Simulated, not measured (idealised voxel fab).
process module | voxel released beams
cross-section cut | 140 nm wide | cells 5 nm
A cross-section is a grid of square cells, given in bands from the top down. A band is one or more rows of cells.
Each band's line starts with the height of the band's top and of its bottom, in nm. Then come its materials from left to right, each with its width in nm. One material with "throughout" fills the band from edge to edge. "air" is empty space.
Height 0 is the level under which the wafer as received is all one material. The lowest band goes on downwards, as in "0 down".
A width such as "30 to 40" changes by the same amount from each row of cells to the next, from the band's top row to its bottom row.
"no change" after a step means that no cell of the cross-section changed.
closed voids: empty space of 8 cells or more with no open way to the top, each as width x height at its distance from the left edge, in nm
after a step's settings: what the simulator itself notes on the step
overlay nm, on a step with a mask: how far to the right of its planned place the mask lay; to the left if negative
plan
1 op RECEIVE | material Si
2 op CONFORMAL_DEP | material Al2O3 | thk nm 5
3 op DIRECTIONAL_DEP | material SiO2 | thk nm 10
4 op MASKED_ETCH | tone open | mask id ANCHOR | width nm 30 | etch materials SiO2 | depth nm 10 | overlay nm 0
5 op CONFORMAL_DEP | material W | thk nm 10
6 op MASKED_ETCH | tone cover | mask id BEAM | width nm 80 | etch materials W | depth nm 10 | overlay nm 0
7 op STRIP | etch materials SiO2
as received, after step 1
  0 down: Si throughout
  closed voids: none
first wafer at the end, as planned
  25 to 15: air 25 | W 15 | air 10 | W 55 | air 35
  15 to 5: air 30 | W 30 | air 80
  5 to 0: Al2O3 throughout
  0 down: Si throughout
  closed voids: none
second wafer at the end: like start, like plan, one mistake
  0 down: Si throughout
  closed voids: none
what went wrong: step 2 ran as: op CONFORMAL_DEP | material SiO2 | thk nm 5
at the end the second wafer has, in cells: 28 fewer of Al2O3 | 40 fewer of W
